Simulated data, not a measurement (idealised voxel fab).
The following is a process module called voxel capacitor over wiring.
The cross-section on display is named cut; it measures 165 nm wide, and its cells are 5 nm squares.
How to read a cross-section here: the picture is a grid of square cells, written as bands going from the top down, and any band can span one or more rows of cells.
Band: top and bottom heights (nm) first, top before bottom; then materials from left to right, widths in nm. "everywhere" marks a sole material filling the band edge to edge. "blank" denotes empty space.
Below 0: as-received wafer, all one material; heights counted from there. Lowest band: no bottom, goes on down, written "0 -> down".
Width "30..40": first value at the band's top row of cells, second value at its bottom row, equal change from row to row.
You'll sometimes find "remains unaltered" written for a step, and that's the way of saying that nowhere in the cross-section did a cell change during that step.
"Closed cavities" means: voids of 8 cells or more that are shut off from the top with no open way through. Written width x height at distance, distance from the left edge, in nm.
Text after the settings on a step's line: the simulator's own remark on that step.
A step's line can hold "overlay nm"; with a mask on that step, the setting says how far right of the planned place the mask lay, while a negative setting says it lay to the left.
Structure of the following material. The material consists of pairs of cross-sections. Each pair comprises the cross-section before one process step and the cross-section after that step, the latter shown only down to the lowest band that changed. The step between the cross-sections is specified beneath each pair, including its settings. Pairs are not necessarily consecutive: they may derive from different runs of this module performed on the same starting wafer. Continuity with the pair above is to be assumed only where the entry headed "State before step" of the pair in question states it.

-- State before step
- 85 -> 80 = SiO2 (30) | TiN (25) | SiO2 (110)
- 80 -> 75 = SiO2 (30) | HfO2 (25) | SiO2 (110)
- 75 -> 70 = SiO2 (25) | TiN (80) | SiO2 (60)
- 70 -> 65 = SiO2 (20) | Ru (35) | HfO2 (50) | SiO2 (60)
- 65 -> 60 = SiO2 (20) | Ru (35) | TiN (55) | SiO2 (55)
- 60 -> 40 = lowk (30) | Ru (15) | lowk (120)
- 40 -> 35 = SiCN (30) | Ru (15) | SiCN (120)
- 35 -> 15 = lowk (25) | TiN (5) | Cu (10) | TiN (5) | lowk (70) | TiN (5) | Cu (10) | TiN (5) | lowk (30)
- 15 -> 10 = SiN (25) | TiN (20) | SiN (70) | TiN (20) | SiN (30)
- 10 -> 0 = SiO2 everywhere
- 0 -> down = Si everywhere
- Closed cavities: none

-- After the Step
- 90 -> 85 = TiN everywhere
- Under 85: no change, same as before.
- Closed cavities: none
What was done to get from the before section above to the after section? CONFORMAL_DEP | material TiN | thk nm 5

State before step: The pre-step condition corresponds to the post-step cross-section depicted in the pair directly above.

-- After the Step
- 100 -> 90 = Cu everywhere
- Under 90: no change, same as before.
- Closed cavities: none
What was done to get from the before section above to the after section? FILL_DEP | material Cu | thk nm 10

State before step: The pre-step condition corresponds to the post-step cross-section depicted in the pair directly above.

-- After the Step
- 85 -> 80 = SiO2 (30) | TiN (25) | SiO2 (110)
- Under 80: no change, same as before.
- Closed cavities: none
What was done to get from the before section above to the after section? CMP | height nm 85

State before step: The pre-step condition corresponds to the post-step cross-section depicted in the pair directly above.

-- After the Step
- 90 -> 85 = SiCN everywhere
- Under 85: no change, same as before.
- Closed cavities: none
What was done to get from the before section above to the after section? CONFORMAL_DEP | material SiCN | thk nm 5

-- State before step
- 35 -> 15 = lowk (25) | TiN (5) | Cu (10) | TiN (5) | lowk (70) | TiN (5) | Cu (10) | TiN (5) | lowk (30)
- 15 -> 10 = SiN (25) | TiN (20) | SiN (70) | TiN (20) | SiN (30)
- 10 -> 0 = SiO2 everywhere
- 0 -> down = Si everywhere
- Closed cavities: none

-- After the Step
- 55 -> 35 = lowk everywhere
- Under 35: no change, same as before.
- Closed cavities: none
What was done to get from the before section above to the after section? DIRECTIONAL_DEP | material lowk | thk nm 20

State before step: The pre-step condition corresponds to the post-step cross-section depicted in the pair directly above.

-- After the Step
- 60 -> 55 = SiCN everywhere
- Under 55: no change, same as before.
- Closed cavities: none
What was done to get from the before section above to the after section? CONFORMAL_DEP | material SiCN | thk nm 5

State before step: The pre-step condition corresponds to the post-step cross-section depicted in the pair directly above.

-- After the Step
- 75 -> 60 = resist (30) | blank (15) | resist (120)
- Under 60: no change, same as before.
- Closed cavities: none
What was done to get from the before section above to the after section? PATTERN | tone open | mask id PLUG_1 | material resist | width nm 15 | thk nm 15 | overlay nm 0

State before step: The pre-step condition corresponds to the post-step cross-section depicted in the pair directly above.

-- After the Step
- 75 -> 60 = resist (30) | blank (15) | resist (120)
- 60 -> 55 = SiCN (30) | blank (15) | SiCN (120)
- Under 55: no change, same as before.
- Closed cavities: none
What was done to get from the before section above to the after section? DIRECTIONAL_ETCH | etch materials SiCN | depth nm 5

State before step: The pre-step condition corresponds to the post-step cross-section depicted in the pair directly above.

-- After the Step
- 60 -> 55 = SiCN (30) | blank (15) | SiCN (120)
- Under 55: no change, same as before.
- Closed cavities: none
What was done to get from the before section above to the after section? STRIP | etch materials resist

State before step: The pre-step condition corresponds to the post-step cross-section depicted in the pair directly above.

-- After the Step
- 65 -> 60 = TiN (30) | blank (15) | TiN (120)
- 60 -> 55 = SiCN (30) | TiN (15) | SiCN (120)
- Under 55: no change, same as before.
- Closed cavities: none
What was done to get from the before section above to the after section? DIRECTIONAL_DEP | material TiN | thk nm 5

State before step: The pre-step condition corresponds to the post-step cross-section depicted in the pair directly above.

-- After the Step
- 70 -> 65 = HfO2 (30) | blank (15) | HfO2 (120)
- 65 -> 60 = TiN (30) | HfO2 (15) | TiN (120)
- Under 60: no change, same as before.
- Closed cavities: none
What was done to get from the before section above to the after section? DIRECTIONAL_DEP | material HfO2 | thk nm 5

State before step: The pre-step condition corresponds to the post-step cross-section depicted in the pair directly above.

-- After the Step
- 75 -> 70 = TiN (30) | blank (15) | TiN (120)
- 70 -> 65 = HfO2 (30) | TiN (15) | HfO2 (120)
- Under 65: no change, same as before.
- Closed cavities: none
What was done to get from the before section above to the after section? DIRECTIONAL_DEP | material TiN | thk nm 5

State before step: The pre-step condition corresponds to the post-step cross-section depicted in the pair directly above.

-- After the Step
- 75 -> 70 = blank (45) | TiN (60) | blank (60)
- Under 70: no change, same as before.
- Closed cavities: none
What was done to get from the before section above to the after section? MASKED_ETCH | tone cover | mask id UPPER_PLATE | width nm 75 | etch materials TiN | depth nm 5 | overlay nm 0

State before step: The pre-step condition corresponds to the post-step cross-section depicted in the pair directly above.

-- After the Step
- 75 -> 70 = blank (45) | TiN (60) | blank (60)
- 70 -> 65 = blank (30) | TiN (15) | HfO2 (60) | blank (60)
- Under 65: no change, same as before.
- Closed cavities: none
What was done to get from the before section above to the after section? MASKED_ETCH | tone cover | mask id UPPER_PLATE | width nm 75 | etch materials HfO2 | depth nm 5 | overlay nm 0

State before step: The pre-step condition corresponds to the post-step cross-section depicted in the pair directly above.

-- After the Step
- 95 -> 75 = blank (25) | resist (85) | blank (55)
- 75 -> 70 = blank (25) | resist (20) | TiN (60) | resist (5) | blank (55)
- 70 -> 65 = blank (25) | resist (5) | TiN (15) | HfO2 (60) | resist (5) | blank (55)
- Under 65: no change, same as before.
- Closed cavities: none
What was done to get from the before section above to the after section? PATTERN | tone cover | mask id LOWER_PLATE | material resist | width nm 85 | thk nm 20 | overlay nm 0

State before step: The pre-step condition corresponds to the post-step cross-section depicted in the pair directly above.

-- After the Step
- 95 -> 75 = blank (25) | resist (85) | blank (55)
- 75 -> 70 = blank (25) | resist (20) | TiN (60) | resist (5) | blank (55)
- 70 -> 65 = blank (25) | resist (5) | TiN (15) | HfO2 (60) | resist (5) | blank (55)
- 65 -> 60 = blank (25) | TiN (5) | HfO2 (15) | TiN (65) | blank (55)
- Under 60: no change, same as before.
- Closed cavities: none
What was done to get from the before section above to the after section? DIRECTIONAL_ETCH | etch materials TiN | depth nm 5

State before step: The pre-step condition corresponds to the post-step cross-section depicted in the pair directly above.

-- After the Step
- 75 -> 70 = blank (45) | TiN (60) | blank (60)
- 70 -> 65 = blank (30) | TiN (15) | HfO2 (60) | blank (60)
- Under 65: no change, same as before.
- Closed cavities: none
What was done to get from the before section above to the after section? STRIP | etch materials resist

State before step: The pre-step condition corresponds to the post-step cross-section depicted in the pair directly above.

-- After the Step
- 90 -> 75 = SiO2 everywhere
- 75 -> 70 = SiO2 (45) | TiN (60) | SiO2 (60)
- 70 -> 65 = SiO2 (30) | TiN (15) | HfO2 (60) | SiO2 (60)
- 65 -> 60 = SiO2 (25) | TiN (5) | HfO2 (15) | TiN (65) | SiO2 (55)
- Under 60: no change, same as before.
- Closed cavities: none
What was done to get from the before section above to the after section? FILL_DEP | material SiO2 | thk nm 15

State before step: The pre-step condition corresponds to the post-step cross-section depicted in the pair directly above.

-- After the Step
- 85 -> 75 = SiO2 everywhere
- Under 75: no change, same as before.
- Closed cavities: none
What was done to get from the before section above to the after section? CMP | height nm 85

State before step: The pre-step condition corresponds to the post-step cross-section depicted in the pair directly above.

-- After the Step
- 95 -> 85 = aC everywhere
- Under 85: no change, same as before.
- Closed cavities: none
What was done to get from the before section above to the after section? DIRECTIONAL_DEP | material aC | thk nm 10

State before step: The pre-step condition corresponds to the post-step cross-section depicted in the pair directly above.

-- After the Step
- 125 -> 95 = resist (40) | blank (15) | resist (110)
- Under 95: no change, same as before.
- Closed cavities: none
What was done to get from the before section above to the after section? PATTERN | tone open | mask id PLUG_2 | material resist | width nm 15 | thk nm 30 | overlay nm 0

State before step: The pre-step condition corresponds to the post-step cross-section depicted in the pair directly above.

-- After the Step
- 115 -> 95 = resist (40) | blank (15) | resist (110)
- 95 -> 85 = aC (40) | blank (15) | aC (110)
- Under 85: no change, same as before.
- Closed cavities: none
What was done to get from the before section above to the after section? DIRECTIONAL_ETCH | etch materials aC | depth nm 10

State before step: The pre-step condition corresponds to the post-step cross-section depicted in the pair directly above.

-- After the Step
- 95 -> 85 = aC (40) | blank (15) | aC (110)
- Under 85: no change, same as before.
- Closed cavities: none
What was done to get from the before section above to the after section? STRIP | etch materials resist

State before step: The pre-step condition corresponds to the post-step cross-section depicted in the pair directly above.

-- After the Step
- 95 -> 85 = aC (40) | blank (15) | aC (110)
- 85 -> 75 = SiO2 (40) | blank (15) | SiO2 (110)
- Under 75: no change, same as before.
- Closed cavities: none
What was done to get from the before section above to the after section? DIRECTIONAL_ETCH | etch materials SiO2 | depth nm 10

State before step: The pre-step condition corresponds to the post-step cross-section depicted in the pair directly above.

-- After the Step
- 85 -> 75 = SiO2 (40) | blank (15) | SiO2 (110)
- Under 75: no change, same as before.
- Closed cavities: none
What was done to get from the before section above to the after section? STRIP | etch materials aC

State before step: The pre-step condition corresponds to the post-step cross-section depicted in the pair directly above.

-- After the Step
- 90 -> 85 = TiN (45) | blank (5) | TiN (115)
- 85 -> 80 = SiO2 (40) | TiN (5) | blank (5) | TiN (5) | SiO2 (110)
- 80 -> 70 = SiO2 (40..45) | TiN (15..60) | SiO2 (110..60)
- Under 70: no change, same as before.
- Closed cavities: none
What was done to get from the before section above to the after section? CONFORMAL_DEP | material TiN | thk nm 5

State before step: The pre-step condition corresponds to the post-step cross-section depicted in the pair directly above.

-- After the Step
- 100 -> 90 = Cu everywhere
- 90 -> 85 = TiN (45) | Cu (5) | TiN (115)
- 85 -> 80 = SiO2 (40) | TiN (5) | Cu (5) | TiN (5) | SiO2 (110)
- Under 80: no change, same as before.
- Closed cavities: none
What was done to get from the before section above to the after section? FILL_DEP | material Cu | thk nm 10

State before step: The pre-step condition corresponds to the post-step cross-section depicted in the pair directly above.

-- After the Step
- 85 -> 80 = SiO2 (40) | TiN (5) | Cu (5) | TiN (5) | SiO2 (110)
- Under 80: no change, same as before.
- Closed cavities: none
What was done to get from the before section above to the after section? CMP | height nm 85

State before step: The pre-step condition corresponds to the post-step cross-section depicted in the pair directly above.

-- After the Step
- 90 -> 85 = SiCN everywhere
- Under 85: no change, same as before.
- Closed cavities: none
What was done to get from the before section above to the after section? CONFORMAL_DEP | material SiCN | thk nm 5

-- State before step
- 40 -> 35 = SiCN everywhere
- 35 -> 15 = lowk (25) | TiN (5) | Cu (10) | TiN (5) | lowk (70) | TiN (5) | Cu (10) | TiN (5) | lowk (30)
- 15 -> 10 = SiN (25) | TiN (20) | SiN (70) | TiN (20) | SiN (30)
- 10 -> 0 = SiO2 everywhere
- 0 -> down = Si everywhere
- Closed cavities: none

-- After the Step
- 65 -> 40 = lowk everywhere
- Under 40: no change, same as before.
- Closed cavities: none
What was done to get from the before section above to the after section? DIRECTIONAL_DEP | material lowk | thk nm 25

State before step: The pre-step condition corresponds to the post-step cross-section depicted in the pair directly above.

-- After the Step
- 80 -> 65 = resist (30) | blank (15) | resist (120)
- Under 65: no change, same as before.
- Closed cavities: none
What was done to get from the before section above to the after section? PATTERN | tone open | mask id PLUG_1 | material resist | width nm 15 | thk nm 15 | overlay nm 0

State before step: The pre-step condition corresponds to the post-step cross-section depicted in the pair directly above.

-- After the Step
- 80 -> 65 = resist (30) | blank (15) | resist (120)
- 65 -> 45 = lowk (30) | blank (15) | lowk (120)
- Under 45: no change, same as before.
- Closed cavities: none
What was done to get from the before section above to the after section? DIRECTIONAL_ETCH | etch materials lowk | depth nm 20

State before step: The pre-step condition corresponds to the post-step cross-section depicted in the pair directly above.

-- After the Step
- 65 -> 45 = lowk (30) | blank (15) | lowk (120)
- Under 45: no change, same as before.
- Closed cavities: none
What was done to get from the before section above to the after section? STRIP | etch materials resist

State before step: The pre-step condition corresponds to the post-step cross-section depicted in the pair directly above.

-- After the Step
- 70 -> 65 = TiN (30) | blank (15) | TiN (120)
- 65 -> 50 = lowk (30) | blank (15) | lowk (120)
- 50 -> 45 = lowk (30) | TiN (15) | lowk (120)
- Under 45: no change, same as before.
- Closed cavities: none
What was done to get from the before section above to the after section? DIRECTIONAL_DEP | material TiN | thk nm 5

State before step: The pre-step condition corresponds to the post-step cross-section depicted in the pair directly above.

-- After the Step
- 75 -> 70 = HfO2 (30) | blank (15) | HfO2 (120)
- 70 -> 65 = TiN (30) | blank (15) | TiN (120)
- 65 -> 55 = lowk (30) | blank (15) | lowk (120)
- 55 -> 50 = lowk (30) | HfO2 (15) | lowk (120)
- Under 50: no change, same as before.
- Closed cavities: none
What was done to get from the before section above to the after section? DIRECTIONAL_DEP | material HfO2 | thk nm 5

State before step: The pre-step condition corresponds to the post-step cross-section depicted in the pair directly above.

-- After the Step
- 80 -> 75 = TiN (30) | blank (15) | TiN (120)
- 75 -> 70 = HfO2 (30) | blank (15) | HfO2 (120)
- 70 -> 65 = TiN (30) | blank (15) | TiN (120)
- 65 -> 60 = lowk (30) | blank (15) | lowk (120)
- 60 -> 55 = lowk (30) | TiN (15) | lowk (120)
- Under 55: no change, same as before.
- Closed cavities: none
What was done to get from the before section above to the after section? DIRECTIONAL_DEP | material TiN | thk nm 5

State before step: The pre-step condition corresponds to the post-step cross-section depicted in the pair directly above.

-- After the Step
- 80 -> 75 = blank (45) | TiN (60) | blank (60)
- Under 75: no change, same as before.
- Closed cavities: none
What was done to get from the before section above to the after section? MASKED_ETCH | tone cover | mask id UPPER_PLATE | width nm 75 | etch materials TiN | depth nm 5 | overlay nm 0

State before step: The pre-step condition corresponds to the post-step cross-section depicted in the pair directly above.

-- After the Step
- 80 -> 75 = blank (45) | TiN (60) | blank (60)
- 75 -> 70 = blank (45) | HfO2 (60) | blank (60)
- Under 70: no change, same as before.
- Closed cavities: none
What was done to get from the before section above to the after section? MASKED_ETCH | tone cover | mask id UPPER_PLATE | width nm 75 | etch materials HfO2 | depth nm 5 | overlay nm 0

State before step: The pre-step condition corresponds to the post-step cross-section depicted in the pair directly above.

-- After the Step
- 100 -> 80 = blank (25) | resist (85) | blank (55)
- 80 -> 75 = blank (25) | resist (20) | TiN (60) | resist (5) | blank (55)
- 75 -> 70 = blank (25) | resist (20) | HfO2 (60) | resist (5) | blank (55)
- 70 -> 65 = TiN (30) | resist (15) | TiN (120)
- 65 -> 60 = lowk (30) | resist (15) | lowk (120)
- Under 60: no change, same as before.
- Closed cavities: none
What was done to get from the before section above to the after section? PATTERN | tone cover | mask id LOWER_PLATE | material resist | width nm 85 | thk nm 20 | overlay nm 0

State before step: The pre-step condition corresponds to the post-step cross-section depicted in the pair directly above.

-- After the Step
- 100 -> 80 = blank (25) | resist (85) | blank (55)
- 80 -> 75 = blank (25) | resist (20) | TiN (60) | resist (5) | blank (55)
- 75 -> 70 = blank (25) | resist (20) | HfO2 (60) | resist (5) | blank (55)
- 70 -> 65 = blank (25) | TiN (5) | resist (15) | TiN (65) | blank (55)
- Under 65: no change, same as before.
- Closed cavities: none
What was done to get from the before section above to the after section? DIRECTIONAL_ETCH | etch materials TiN | depth nm 5

State before step: The pre-step condition corresponds to the post-step cross-section depicted in the pair directly above.

-- After the Step
- 80 -> 75 = blank (45) | TiN (60) | blank (60)
- 75 -> 70 = blank (45) | HfO2 (60) | blank (60)
- 70 -> 65 = blank (25) | TiN (5) | blank (15) | TiN (65) | blank (55)
- 65 -> 60 = lowk (30) | blank (15) | lowk (120)
- Under 60: no change, same as before.
- Closed cavities: none
What was done to get from the before section above to the after section? STRIP | etch materials resist

State before step: The pre-step condition corresponds to the post-step cross-section depicted in the pair directly above.

-- After the Step
- 95 -> 80 = SiO2 everywhere
- 80 -> 75 = SiO2 (45) | TiN (60) | SiO2 (60)
- 75 -> 70 = SiO2 (45) | HfO2 (60) | SiO2 (60)
- 70 -> 65 = SiO2 (25) | TiN (5) | SiO2 (15) | TiN (65) | SiO2 (55)
- 65 -> 60 = lowk (30) | SiO2 (15) | lowk (120)
- Under 60: no change, same as before.
- Closed cavities: none
What was done to get from the before section above to the after section? FILL_DEP | material SiO2 | thk nm 15

State before step: The pre-step condition corresponds to the post-step cross-section depicted in the pair directly above.

-- After the Step
- 85 -> 80 = SiO2 everywhere
- Under 80: no change, same as before.
- Closed cavities: none
What was done to get from the before section above to the after section? CMP | height nm 85

State before step: The pre-step condition corresponds to the post-step cross-section depicted in the pair directly above.

-- After the Step
- 95 -> 85 = aC everywhere
- Under 85: no change, same as before.
- Closed cavities: none
What was done to get from the before section above to the after section? DIRECTIONAL_DEP | material aC | thk nm 10

State before step: The pre-step condition corresponds to the post-step cross-section depicted in the pair directly above.

-- After the Step
- 125 -> 95 = resist (40) | blank (15) | resist (110)
- Under 95: no change, same as before.
- Closed cavities: none
What was done to get from the before section above to the after section? PATTERN | tone open | mask id PLUG_2 | material resist | width nm 15 | thk nm 30 | overlay nm 0

State before step: The pre-step condition corresponds to the post-step cross-section depicted in the pair directly above.

-- After the Step
- 115 -> 95 = resist (40) | blank (15) | resist (110)
- 95 -> 85 = aC (40) | blank (15) | aC (110)
- Under 85: no change, same as before.
- Closed cavities: none
What was done to get from the before section above to the after section? DIRECTIONAL_ETCH | etch materials aC | depth nm 10

State before step: The pre-step condition corresponds to the post-step cross-section depicted in the pair directly above.

-- After the Step
- 95 -> 85 = aC (40) | blank (15) | aC (110)
- Under 85: no change, same as before.
- Closed cavities: none
What was done to get from the before section above to the after section? STRIP | etch materials resist

State before step: The pre-step condition corresponds to the post-step cross-section depicted in the pair directly above.

-- After the Step
- 95 -> 85 = aC (40) | blank (15) | aC (110)
- 85 -> 80 = SiO2 (40) | blank (15) | SiO2 (110)
- 80 -> 75 = SiO2 (40) | blank (5) | TiN (60) | SiO2 (60)
- Under 75: no change, same as before.
- Closed cavities: none
What was done to get from the before section above to the after section? DIRECTIONAL_ETCH | etch materials SiO2 | depth nm 10

State before step: The pre-step condition corresponds to the post-step cross-section depicted in the pair directly above.

-- After the Step
- 85 -> 80 = SiO2 (40) | blank (15) | SiO2 (110)
- Under 80: no change, same as before.
- Closed cavities: none
What was done to get from the before section above to the after section? STRIP | etch materials aC

State before step: The pre-step condition corresponds to the post-step cross-section depicted in the pair directly above.

-- After the Step
- 90 -> 85 = TiN (45) | blank (5) | TiN (115)
- 85 -> 75 = SiO2 (40) | TiN (15..65) | SiO2 (110..60)
- Under 75: no change, same as before.
- Closed cavities: none
What was done to get from the before section above to the after section? CONFORMAL_DEP | material TiN | thk nm 5

State before step: The pre-step condition corresponds to the post-step cross-section depicted in the pair directly above.

-- After the Step
- 100 -> 90 = Cu everywhere
- 90 -> 85 = TiN (45) | Cu (5) | TiN (115)
- Under 85: no change, same as before.
- Closed cavities: none
What was done to get from the before section above to the after section? FILL_DEP | material Cu | thk nm 10

State before step: The pre-step condition corresponds to the post-step cross-section depicted in the pair directly above.

-- After the Step
- 85 -> 75 = SiO2 (40) | TiN (15..65) | SiO2 (110..60)
- Under 75: no change, same as before.
- Closed cavities: none
What was done to get from the before section above to the after section? CMP | height nm 85

State before step: The pre-step condition corresponds to the post-step cross-section depicted in the pair directly above.

-- After the Step
- 90 -> 85 = SiCN everywhere
- Under 85: no change, same as before.
- Closed cavities: none
What was done to get from the before section above to the after section? CONFORMAL_DEP | material SiCN | thk nm 5

-- State before step
- 75 -> 70 = TiN everywhere
- 70 -> 65 = HfO2 everywhere
- 65 -> 60 = TiN everywhere
- 60 -> 40 = lowk (30) | Ru (15) | lowk (120)
- 40 -> 35 = SiCN (30) | Ru (15) | SiCN (120)
- 35 -> 15 = lowk (25) | TiN (5) | Cu (10) | TiN (5) | lowk (70) | TiN (5) | Cu (10) | TiN (5) | lowk (30)
- 15 -> 10 = SiN (25) | TiN (20) | SiN (70) | TiN (20) | SiN (30)
- 10 -> 0 = SiO2 everywhere
- 0 -> down = Si everywhere
- Closed cavities: none

-- After the Step
- 75 -> 70 = blank (35) | TiN (70) | blank (60)
- Under 70: no change, same as before.
- Closed cavities: none
What was done to get from the before section above to the after section? MASKED_ETCH | tone cover | mask id UPPER_PLATE | width nm 70 | etch materials TiN | depth nm 5 | overlay nm 0

State before step: The pre-step condition corresponds to the post-step cross-section depicted in the pair directly above.

-- After the Step
- 75 -> 70 = blank (35) | TiN (70) | blank (60)
- 70 -> 65 = blank (30) | HfO2 (75) | blank (60)
- Under 65: no change, same as before.
- Closed cavities: none
What was done to get from the before section above to the after section? MASKED_ETCH | tone cover | mask id UPPER_PLATE | width nm 75 | etch materials HfO2 | depth nm 5 | overlay nm 0

State before step: The pre-step condition corresponds to the post-step cross-section depicted in the pair directly above.

-- After the Step
- 95 -> 75 = blank (25) | resist (85) | blank (55)
- 75 -> 70 = blank (25) | resist (10) | TiN (70) | resist (5) | blank (55)
- 70 -> 65 = blank (25) | resist (5) | HfO2 (75) | resist (5) | blank (55)
- Under 65: no change, same as before.
- Closed cavities: none
What was done to get from the before section above to the after section? PATTERN | tone cover | mask id LOWER_PLATE | material resist | width nm 85 | thk nm 20 | overlay nm 0

State before step: The pre-step condition corresponds to the post-step cross-section depicted in the pair directly above.

-- After the Step
- 95 -> 75 = blank (25) | resist (85) | blank (55)
- 75 -> 70 = blank (25) | resist (10) | TiN (70) | resist (5) | blank (55)
- 70 -> 65 = blank (25) | resist (5) | HfO2 (75) | resist (5) | blank (55)
- 65 -> 60 = blank (25) | TiN (85) | blank (55)
- Under 60: no change, same as before.
- Closed cavities: none
What was done to get from the before section above to the after section? DIRECTIONAL_ETCH | etch materials TiN | depth nm 5

State before step: The pre-step condition corresponds to the post-step cross-section depicted in the pair directly above.

-- After the Step
- 75 -> 70 = blank (35) | TiN (70) | blank (60)
- 70 -> 65 = blank (30) | HfO2 (75) | blank (60)
- Under 65: no change, same as before.
- Closed cavities: none
What was done to get from the before section above to the after section? STRIP | etch materials resist

State before step: The pre-step condition corresponds to the post-step cross-section depicted in the pair directly above.

-- After the Step
- 90 -> 75 = SiO2 everywhere
- 75 -> 70 = SiO2 (35) | TiN (70) | SiO2 (60)
- 70 -> 65 = SiO2 (30) | HfO2 (75) | SiO2 (60)
- 65 -> 60 = SiO2 (25) | TiN (85) | SiO2 (55)
- Under 60: no change, same as before.
- Closed cavities: none
What was done to get from the before section above to the after section? FILL_DEP | material SiO2 | thk nm 15

State before step: The pre-step condition corresponds to the post-step cross-section depicted in the pair directly above.

-- After the Step
- 85 -> 75 = SiO2 everywhere
- Under 75: no change, same as before.
- Closed cavities: none
What was done to get from the before section above to the after section? CMP | height nm 85

State before step: The pre-step condition corresponds to the post-step cross-section depicted in the pair directly above.

-- After the Step
- 95 -> 85 = aC everywhere
- Under 85: no change, same as before.
- Closed cavities: none
What was done to get from the before section above to the after section? DIRECTIONAL_DEP | material aC | thk nm 10

State before step: The pre-step condition corresponds to the post-step cross-section depicted in the pair directly above.

-- After the Step
- 125 -> 95 = resist (40) | blank (15) | resist (110)
- Under 95: no change, same as before.
- Closed cavities: none
What was done to get from the before section above to the after section? PATTERN | tone open | mask id PLUG_2 | material resist | width nm 15 | thk nm 30 | overlay nm 0

State before step: The pre-step condition corresponds to the post-step cross-section depicted in the pair directly above.

-- After the Step
- 115 -> 95 = resist (40) | blank (15) | resist (110)
- 95 -> 85 = aC (40) | blank (15) | aC (110)
- Under 85: no change, same as before.
- Closed cavities: none
What was done to get from the before section above to the after section? DIRECTIONAL_ETCH | etch materials aC | depth nm 10

State before step: The pre-step condition corresponds to the post-step cross-section depicted in the pair directly above.

-- After the Step
- 95 -> 85 = aC (40) | blank (15) | aC (110)
- Under 85: no change, same as before.
- Closed cavities: none
What was done to get from the before section above to the after section? STRIP | etch materials resist

State before step: The pre-step condition corresponds to the post-step cross-section depicted in the pair directly above.

-- After the Step
- 95 -> 85 = aC (40) | blank (15) | aC (110)
- 85 -> 75 = SiO2 (40) | blank (15) | SiO2 (110)
- Under 75: no change, same as before.
- Closed cavities: none
What was done to get from the before section above to the after section? DIRECTIONAL_ETCH | etch materials SiO2 | depth nm 10

State before step: The pre-step condition corresponds to the post-step cross-section depicted in the pair directly above.

-- After the Step
- 85 -> 75 = SiO2 (40) | blank (15) | SiO2 (110)
- Under 75: no change, same as before.
- Closed cavities: none
What was done to get from the before section above to the after section? STRIP | etch materials aC

State before step: The pre-step condition corresponds to the post-step cross-section depicted in the pair directly above.

-- After the Step
- 90 -> 85 = TiN (45) | blank (5) | TiN (115)
- 85 -> 80 = SiO2 (40) | TiN (5) | blank (5) | TiN (5) | SiO2 (110)
- 80 -> 70 = SiO2 (40..35) | TiN (15..70) | SiO2 (110..60)
- Under 70: no change, same as before.
- Closed cavities: none
What was done to get from the before section above to the after section? CONFORMAL_DEP | material TiN | thk nm 5

State before step: The pre-step condition corresponds to the post-step cross-section depicted in the pair directly above.

-- After the Step
- 100 -> 90 = Cu everywhere
- 90 -> 85 = TiN (45) | Cu (5) | TiN (115)
- 85 -> 80 = SiO2 (40) | TiN (5) | Cu (5) | TiN (5) | SiO2 (110)
- Under 80: no change, same as before.
- Closed cavities: none
What was done to get from the before section above to the after section? FILL_DEP | material Cu | thk nm 10

State before step: The pre-step condition corresponds to the post-step cross-section depicted in the pair directly above.

-- After the Step
- 85 -> 80 = SiO2 (40) | TiN (5) | Cu (5) | TiN (5) | SiO2 (110)
- Under 80: no change, same as before.
- Closed cavities: none
What was done to get from the before section above to the after section? CMP | height nm 85

State before step: The pre-step condition corresponds to the post-step cross-section depicted in the pair directly above.

-- After the Step
- 90 -> 85 = SiCN everywhere
- Under 85: no change, same as before.
- Closed cavities: none
What was done to get from the before section above to the after section? CONFORMAL_DEP | material SiCN | thk nm 5

-- State before step
- 60 -> 40 = lowk everywhere
- 40 -> 35 = SiCN everywhere
- 35 -> 15 = lowk (25) | TiN (5) | Cu (10) | TiN (5) | lowk (70) | TiN (5) | Cu (10) | TiN (5) | lowk (30)
- 15 -> 10 = SiN (25) | TiN (20) | SiN (70) | TiN (20) | SiN (30)
- 10 -> 0 = SiO2 everywhere
- 0 -> down = Si everywhere
- Closed cavities: none

-- After the Step
- 75 -> 60 = resist (35) | blank (15) | resist (115)
- Under 60: no change, same as before.
- Closed cavities: none
What was done to get from the before section above to the after section? PATTERN | tone open | mask id PLUG_1 | material resist | width nm 15 | thk nm 15 | overlay nm 5

State before step: The pre-step condition corresponds to the post-step cross-section depicted in the pair directly above.

-- After the Step
- 75 -> 60 = resist (35) | blank (15) | resist (115)
- 60 -> 40 = lowk (35) | blank (15) | lowk (115)
- Under 40: no change, same as before.
- Closed cavities: none
What was done to get from the before section above to the after section? DIRECTIONAL_ETCH | etch materials lowk | depth nm 20

State before step: The pre-step condition corresponds to the post-step cross-section depicted in the pair directly above.

-- After the Step
- 75 -> 60 = resist (35) | blank (15) | resist (115)
- 60 -> 40 = lowk (35) | blank (15) | lowk (115)
- 40 -> 35 = SiCN (35) | blank (15) | SiCN (115)
- Under 35: no change, same as before.
- Closed cavities: none
What was done to get from the before section above to the after section? DIRECTIONAL_ETCH | etch materials SiCN | depth nm 5

State before step: The pre-step condition corresponds to the post-step cross-section depicted in the pair directly above.

-- After the Step
- 60 -> 40 = lowk (35) | blank (15) | lowk (115)
- Under 40: no change, same as before.
- Closed cavities: none
What was done to get from the before section above to the after section? STRIP | etch materials resist

State before step: The pre-step condition corresponds to the post-step cross-section depicted in the pair directly above.

-- After the Step
- 60 -> 45 = lowk (35) | blank (15) | lowk (115)
- 45 -> 40 = lowk (35) | Ru (15) | lowk (115)
- 40 -> 35 = SiCN (35) | Ru (15) | SiCN (115)
- Under 35: no change, same as before.
- Closed cavities: none
What was done to get from the before section above to the after section? EPI | material Ru | thk nm 10

State before step: The pre-step condition corresponds to the post-step cross-section depicted in the pair directly above.

-- After the Step
- 60 -> 55 = lowk (35) | blank (15) | lowk (115)
- 55 -> 40 = lowk (35) | Ru (15) | lowk (115)
- Under 40: no change, same as before.
- Closed cavities: none
What was done to get from the before section above to the after section? EPI | material Ru | thk nm 10

State before step: The pre-step condition corresponds to the post-step cross-section depicted in the pair directly above.

-- After the Step
- 60 -> 40 = lowk (35) | Ru (15) | lowk (115)
- Under 40: no change, same as before.
- Closed cavities: none
What was done to get from the before section above to the after section? EPI | material Ru | thk nm 5

State before step: The pre-step condition corresponds to the post-step cross-section depicted in the pair directly above.

-- After the Step
- 65 -> 60 = TiN everywhere
- Under 60: no change, same as before.
- Closed cavities: none
What was done to get from the before section above to the after section? DIRECTIONAL_DEP | material TiN | thk nm 5

State before step: The pre-step condition corresponds to the post-step cross-section depicted in the pair directly above.

-- After the Step
- 70 -> 65 = HfO2 everywhere
- Under 65: no change, same as before.
- Closed cavities: none
What was done to get from the before section above to the after section? DIRECTIONAL_DEP | material HfO2 | thk nm 5
